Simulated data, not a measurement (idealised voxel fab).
The following process module bears the name voxel ribs on slabs.
Cross-section cut: width 235 nm, square cells of 5 nm.
Cross-section spec: square-cell grid; bands listed top down; each band is one or more rows. Look at the band entry: it leads with the top's height and the bottom's height in nm. Then it lists the materials left to right, with a width in nm for each. The word "everywhere" on a single material says that material fills the band edge to edge. The word "air" is empty space. Basically, 0 is our baseline, since under it the wafer straight out of the box is all one material. The bottom band has no lower end and keeps on going down, so it looks like "0 and below". With a width like "30 to 40", each row of cells in the band differs from the next by the same amount, the top row carrying the first number and the bottom row the second. The designation "left unchanged", where it is given for a processing step, indicates that no cell of the cross-section was altered in the course of that step. Voids not open to the top, 8 cells minimum: see "Sealed void list". Written width x height at distance; distance is from the left edge; nm. If you see something after the settings on a step's line, that's the simulator's own remark about that step. Regarding "overlay nm": on a step with a mask, it is the distance the mask lay to the right of its planned place; a negative value places it to the left.

Below is the list of planned process steps:
| 1 | RECEIVE,material Si |
| 2 | DIRECTIONAL_DEP,material SiO2,thk nm 25 |
| 3 | DIRECTIONAL_DEP,material polySi,thk nm 25 |
| 4 | DIRECTIONAL_DEP,material aC,thk nm 15 |
| 5 | PATTERN,tone cover,mask id RIB,material resist,width nm 30,thk nm 35,overlay nm 0 |
| 6 | DIRECTIONAL_ETCH,etch materials aC,depth nm 15 |
| 7 | STRIP,etch materials resist |
| 8 | DIRECTIONAL_ETCH,etch materials polySi,depth nm 5 |
| 9 | STRIP,etch materials aC |
| 10 | PATTERN,tone cover,mask id SLAB,material resist,width nm 90,thk nm 20,overlay nm 0 |
| 11 | DIRECTIONAL_ETCH,etch materials polySi,depth nm 20 |
| 12 | STRIP,etch materials resist |
| 13 | FILL_DEP,material SiO2,thk nm 30 |
| 14 | CMP,height nm 70 |
| 15 | DIRECTIONAL_DEP,material W,thk nm 10 |
| 16 | DIRECTIONAL_DEP,material aC,thk nm 10 |
| 17 | PATTERN,tone cover,mask id HEATER,material resist,width nm 40,thk nm 25,overlay nm 0 |
| 18 | DIRECTIONAL_ETCH,etch materials aC,depth nm 10 |
| 19 | STRIP,etch materials resist |
| 20 | DIRECTIONAL_ETCH,etch materials W,depth nm 10 |
| 21 | STRIP,etch materials aC |
| 22 | CONFORMAL_DEP,material SiO2,thk nm 5 |

as received, after step 1:
    0 and below  Si everywhere
    Sealed void list: none

Final cross-section, module run with one mistake (start and plan as above):
    85 down to 80  90 air; 50 SiO2; 95 air
    80 down to 75  90 air; 5 SiO2; 40 W; 5 SiO2; 95 air
    75 down to 70  95 SiO2; 40 W; 100 SiO2
    70 down to 45  SiO2 everywhere
    45 down to 30  70 polySi; 90 SiO2; 75 polySi
    30 down to 25  70 polySi; 30 SiO2; 30 polySi; 30 SiO2; 75 polySi
    25 down to 0  SiO2 everywhere
    0 and below  Si everywhere
    Sealed void list: none
What was the processing mistake? it should be noted that step 10 was executed with settings other than those planned, the operation and settings actually applied being PATTERN,tone open,mask id SLAB,material resist,width nm 90,thk nm 20,overlay nm 0
